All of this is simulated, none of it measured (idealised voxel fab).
process module | voxel self aligned vias
cross-section cut | 205 nm wide | cells 5 nm
A cross-section is a grid of square cells, given in bands from the top down. A band is one or more rows of cells.
Each band's line starts with the height of the band's top and of its bottom, in nm. Then come its materials from left to right, each with its width in nm. One material with "throughout" fills the band from edge to edge. "air" is empty space.
Height 0 is the level under which the wafer as received is all one material. The lowest band goes on downwards, as in "0 down".
A width such as "30 to 40" changes by the same amount from each row of cells to the next, from the band's top row to its bottom row.
"no change" after a step means that no cell of the cross-section changed.
closed voids: empty space of 8 cells or more with no open way to the top, each as width x height at its distance from the left edge, in nm
after a step's settings: what the simulator itself notes on the step
overlay nm, on a step with a mask: how far to the right of its planned place the mask lay; to the left if negative
plan
1 op RECEIVE | material Si
2 op CONFORMAL_DEP | material SiO2 | thk nm 10
3 op CONFORMAL_DEP | material SiCN | thk nm 5
4 op DIRECTIONAL_DEP | material lowk | thk nm 30
5 op DIRECTIONAL_DEP | material aC | thk nm 10
6 op PATTERN | tone open | mask id LINES | material resist | width nm 25 | pitch nm 60 | thk nm 25 | overlay nm 0
7 op DIRECTIONAL_ETCH | etch materials aC | depth nm 10
8 op STRIP | etch materials resist
9 op DIRECTIONAL_ETCH | etch materials lowk | depth nm 30
10 op STRIP | etch materials aC
11 op CONFORMAL_DEP | material TiN | thk nm 5
12 op FILL_DEP | material W | thk nm 5
13 op CMP | height nm 45
14 op SELECTIVE_ETCH | etch materials W Ru TiN | depth nm 10
15 op FILL_DEP | material SiN | thk nm 10
16 op CMP | height nm 45
17 op DIRECTIONAL_DEP | material lowk | thk nm 15
18 op PATTERN | tone open | mask id VIAS | material resist | width nm 45 | pitch nm 60 | thk nm 15 | overlay nm 0
19 op DIRECTIONAL_ETCH | etch materials lowk | depth nm 15
20 op DIRECTIONAL_ETCH | etch materials SiN | depth nm 10
21 op STRIP | etch materials resist
22 op CONFORMAL_DEP | material TiN | thk nm 5
23 op FILL_DEP | material Ru | thk nm 10
24 op CMP | height nm 60
25 op CONFORMAL_DEP | material SiN | thk nm 5
first wafer, as planned
as received, after step 1
  0 down: Si throughout
  closed voids: none
after step 2
  10 to 0: SiO2 throughout
  below 0: unchanged
after step 3
  15 to 10: SiCN throughout
  below 10: unchanged
after step 4
  45 to 15: lowk throughout
  below 15: unchanged
after step 5
  55 to 45: aC throughout
  below 45: unchanged
after step 6
  80 to 55: resist 60 | air 25 | resist 35 | air 25 | resist 60
  below 55: unchanged
after step 7
  70 to 55: resist 60 | air 25 | resist 35 | air 25 | resist 60
  55 to 45: aC 60 | air 25 | aC 35 | air 25 | aC 60
  below 45: unchanged
after step 8
  55 to 45: aC 60 | air 25 | aC 35 | air 25 | aC 60
  below 45: unchanged
after step 9
  55 to 45: aC 60 | air 25 | aC 35 | air 25 | aC 60
  45 to 15: lowk 60 | air 25 | lowk 35 | air 25 | lowk 60
  below 15: unchanged
after step 10
  45 to 15: lowk 60 | air 25 | lowk 35 | air 25 | lowk 60
  below 15: unchanged
after step 11
  50 to 45: TiN 65 | air 15 | TiN 45 | air 15 | TiN 65
  45 to 20: lowk 60 | TiN 5 | air 15 | TiN 5 | lowk 35 | TiN 5 | air 15 | TiN 5 | lowk 60
  20 to 15: lowk 60 | TiN 25 | lowk 35 | TiN 25 | lowk 60
  below 15: unchanged
after step 12
  55 to 50: W throughout
  50 to 45: TiN 65 | W 15 | TiN 45 | W 15 | TiN 65
  45 to 20: lowk 60 | TiN 5 | W 15 | TiN 5 | lowk 35 | TiN 5 | W 15 | TiN 5 | lowk 60
  below 20: unchanged
after step 13
  45 to 20: lowk 60 | TiN 5 | W 15 | TiN 5 | lowk 35 | TiN 5 | W 15 | TiN 5 | lowk 60
  below 20: unchanged
after step 14
  45 to 35: lowk 60 | air 25 | lowk 35 | air 25 | lowk 60
  below 35: unchanged
after step 15
  55 to 45: SiN throughout
  45 to 35: lowk 60 | SiN 25 | lowk 35 | SiN 25 | lowk 60
  below 35: unchanged
after step 16
  45 to 35: lowk 60 | SiN 25 | lowk 35 | SiN 25 | lowk 60
  below 35: unchanged
after step 17
  60 to 45: lowk throughout
  below 45: unchanged
after step 18
  75 to 60: resist 50 | air 45 | resist 15 | air 45 | resist 50
  below 60: unchanged
after step 19
  75 to 60: resist 50 | air 45 | resist 15 | air 45 | resist 50
  60 to 45: lowk 50 | air 45 | lowk 15 | air 45 | lowk 50
  below 45: unchanged
after step 20
  75 to 60: resist 50 | air 45 | resist 15 | air 45 | resist 50
  60 to 45: lowk 50 | air 45 | lowk 15 | air 45 | lowk 50
  45 to 35: lowk 60 | air 25 | lowk 35 | air 25 | lowk 60
  below 35: unchanged
after step 21
  60 to 45: lowk 50 | air 45 | lowk 15 | air 45 | lowk 50
  below 45: unchanged
after step 22
  65 to 60: TiN 55 | air 35 | TiN 25 | air 35 | TiN 55
  60 to 50: lowk 50 | TiN 5 | air 35 | TiN 5 | lowk 15 | TiN 5 | air 35 | TiN 5 | lowk 50
  50 to 40: lowk 50 to 60 | TiN 15 to 5 | air 15 | TiN 15 to 5 | lowk 15 to 35 | TiN 15 to 5 | air 15 | TiN 15 to 5 | lowk 50 to 60
  40 to 35: lowk 60 | TiN 25 | lowk 35 | TiN 25 | lowk 60
  below 35: unchanged
after step 23
  75 to 65: Ru throughout
  65 to 60: TiN 55 | Ru 35 | TiN 25 | Ru 35 | TiN 55
  60 to 50: lowk 50 | TiN 5 | Ru 35 | TiN 5 | lowk 15 | TiN 5 | Ru 35 | TiN 5 | lowk 50
  50 to 40: lowk 50 to 60 | TiN 15 to 5 | Ru 15 | TiN 15 to 5 | lowk 15 to 35 | TiN 15 to 5 | Ru 15 | TiN 15 to 5 | lowk 50 to 60
  below 40: unchanged
after step 24
  60 to 50: lowk 50 | TiN 5 | Ru 35 | TiN 5 | lowk 15 | TiN 5 | Ru 35 | TiN 5 | lowk 50
  below 50: unchanged
after step 25
  65 to 60: SiN throughout
  below 60: unchanged
second wafer: like start, like plan, one mistake. Through step 23 it matches the first wafer
when step 24 should have ended: no change
when step 25 should have ended
  80 to 75: SiN throughout
  below 75: unchanged
what went wrong: step 24 was left out
at the end the second wafer has, in cells: 96 more of Ru | 27 more of TiN
